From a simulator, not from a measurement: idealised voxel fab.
Process module name: voxel tone inversion
FYI the section here is cut, 255 nm wide, cells are 5 nm squares.
In what follows, cross-sections appear as grids of square cells, described through bands that run from the top down, where every band is one or more rows of cells. What a band's entry tells you: where the top is and where the bottom is, as heights in nm, and after that what lies inside, material by material from left to right, each with its width in nm. Empty space is written as the word "empty", and a single material marked with the word "throughout" occupies the band from edge to edge. Heights are reckoned from 0. Under this level, the received wafer is all of one material. The bottommost band is open-ended downward, for example "0 nm and below". Graded width ("30 to 40"): value in top row of band = first number; value in bottom row = second number; row-to-row change constant. Where a step carries "same as before", the cross-section came out of it unchanged, cell for cell. The label "Trapped void list" introduces a list of the empty spaces, 8 cells or larger, that have no open way up to the top; each entry in it reads width x height at distance, where the distance is taken from the left edge and all three are stated in nm. Note: text after step settings on the step line = simulator remark on that step. overlay nm: on a step with a mask, how far right of its planned place the mask lay; negative means left.
## Below is the list of planned process steps
- 1: RECEIVE,material Si
- 2: CONFORMAL_DEP,material SiCN,thk nm 10
- 3: DIRECTIONAL_DEP,material aC,thk nm 20
- 4: PATTERN,tone cover,mask id POSTS,material resist,width nm 25,pitch nm 50,thk nm 25,overlay nm 0
- 5: DIRECTIONAL_ETCH,etch materials aC,depth nm 20
- 6: STRIP,etch materials resist
- 7: FILL_DEP,material SiO2,thk nm 10
- 8: CMP,height nm 30
- 9: STRIP,etch materials aC
## Cross-section of the incoming wafer, state after step 1
* 0 nm and below  Si throughout
* Trapped void list: none
## Module complete - cross-section of the first of two wafers, run according to plan
* 30 nm to 10 nm  40 nm SiO2 | 25 nm empty | 25 nm SiO2 | 25 nm empty | 25 nm SiO2 | 25 nm empty | 25 nm SiO2 | 25 nm empty | 40 nm SiO2
* 10 nm to 0 nm  SiCN throughout
* 0 nm and below  Si throughout
* Trapped void list: none
## What the second wafer looks like in cross-section once the module is done. Its start and its plan matched the first wafer's exactly; what differed was one mistake in how it was run
* 30 nm to 20 nm  SiO2 throughout
* 20 nm to 0 nm  40 nm SiO2 | 25 nm aC | 25 nm SiO2 | 25 nm aC | 25 nm SiO2 | 25 nm aC | 25 nm SiO2 | 25 nm aC | 40 nm SiO2
* 0 nm and below  Si throughout
* Trapped void list: none
In executing the process, a mistake was made relative to the plan: step 2 of the plan was bypassed and not carried out
It is noted that, at the conclusion of processing, the second wafer exhibits a higher or lower cell count for certain materials relative to the first: 102 fewer of SiCN, 102 more of SiO2, 80 more of aC
